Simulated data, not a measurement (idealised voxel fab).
process module | voxel gate over fins
cross-section cut | 220 nm wide | cells 5 nm
A cross-section is a grid of square cells, given in bands from the top down. A band is one or more rows of cells.
Each band's line starts with the height of the band's top and of its bottom, in nm. Then come its materials from left to right, each with its width in nm. One material with "throughout" fills the band from edge to edge. "air" is empty space.
Height 0 is the level under which the wafer as received is all one material. The lowest band goes on downwards, as in "0 down".
A width such as "30 to 40" changes by the same amount from each row of cells to the next, from the band's top row to its bottom row.
"no change" after a step means that no cell of the cross-section changed.
closed voids: empty space of 8 cells or more with no open way to the top, each as width x height at its distance from the left edge, in nm
after a step's settings: what the simulator itself notes on the step
overlay nm, on a step with a mask: how far to the right of its planned place the mask lay; to the left if negative
plan
1 op RECEIVE | material Si
2 op CONFORMAL_DEP | material SiN | thk nm 5
3 op DIRECTIONAL_DEP | material aC | thk nm 15
4 op PATTERN | tone cover | mask id FINS | material resist | width nm 15 | pitch nm 45 | thk nm 30 | overlay nm 0
5 op DIRECTIONAL_ETCH | etch materials aC | depth nm 15
6 op STRIP | etch materials resist
7 op DIRECTIONAL_ETCH | etch materials SiN | depth nm 5
8 op DIRECTIONAL_ETCH | etch materials Si | depth nm 40
9 op STRIP | etch materials aC
10 op OXIDIZE | depth nm 5
11 op FILL_DEP | material SiO2 | thk nm 10
12 op CMP | height nm 5
13 op SELECTIVE_ETCH | etch materials SiO2 | depth nm 20
14 op STRIP | etch materials SiN
15 op CONFORMAL_DEP | material HfO2 | thk nm 5
16 op CONFORMAL_DEP | material TiN | thk nm 5
17 op FILL_DEP | material W | thk nm 15
18 op CMP | height nm 20
19 op CONFORMAL_DEP | material SiCN | thk nm 5
as received, after step 1
  0 down: Si throughout
  closed voids: none
first wafer at the end, as planned
  25 to 20: SiCN throughout
  20 to 10: W throughout
  10 to 5: W 50 | TiN 25 | W 20 | TiN 25 | W 20 | TiN 25 | W 55
  5 to 0: W 50 | TiN 5 | HfO2 15 | TiN 5 | W 20 | TiN 5 | HfO2 15 | TiN 5 | W 20 | TiN 5 | HfO2 15 | TiN 5 | W 55
  0 to -5: W 50 | TiN 5 | HfO2 5 | Si 5 | HfO2 5 | TiN 5 | W 20 | TiN 5 | HfO2 5 | Si 5 | HfO2 5 | TiN 5 | W 20 | TiN 5 | HfO2 5 | Si 5 | HfO2 5 | TiN 5 | W 55
  -5 to -10: TiN 55 | HfO2 5 | Si 5 | HfO2 5 | TiN 30 | HfO2 5 | Si 5 | HfO2 5 | TiN 30 | HfO2 5 | Si 5 | HfO2 5 | TiN 60
  -10 to -15: HfO2 60 | Si 5 | HfO2 40 | Si 5 | HfO2 40 | Si 5 | HfO2 65
  -15 to -45: SiO2 60 | Si 5 | SiO2 40 | Si 5 | SiO2 40 | Si 5 | SiO2 65
  -45 down: Si throughout
  closed voids: none
second wafer at the end: like start, like plan, one mistake
  25 to 20: SiCN throughout
  20 to 10: W throughout
  10 to 5: W 60 | TiN 25 | W 20 | TiN 25 | W 20 | TiN 25 | W 45
  5 to 0: W 60 | TiN 5 | HfO2 15 | TiN 5 | W 20 | TiN 5 | HfO2 15 | TiN 5 | W 20 | TiN 5 | HfO2 15 | TiN 5 | W 45
  0 to -5: W 60 | TiN 5 | HfO2 5 | Si 5 | HfO2 5 | TiN 5 | W 20 | TiN 5 | HfO2 5 | Si 5 | HfO2 5 | TiN 5 | W 20 | TiN 5 | HfO2 5 | Si 5 | HfO2 5 | TiN 5 | W 45
  -5 to -10: TiN 65 | HfO2 5 | Si 5 | HfO2 5 | TiN 30 | HfO2 5 | Si 5 | HfO2 5 | TiN 30 | HfO2 5 | Si 5 | HfO2 5 | TiN 50
  -10 to -15: HfO2 70 | Si 5 | HfO2 40 | Si 5 | HfO2 40 | Si 5 | HfO2 55
  -15 to -45: SiO2 70 | Si 5 | SiO2 40 | Si 5 | SiO2 40 | Si 5 | SiO2 55
  -45 down: Si throughout
  closed voids: none
what went wrong: step 4 ran as: op PATTERN | tone cover | mask id FINS | material resist | width nm 15 | pitch nm 45 | thk nm 30 | overlay nm 10
at the end the second wafer has, in cells: as many of each material as the first, in other places
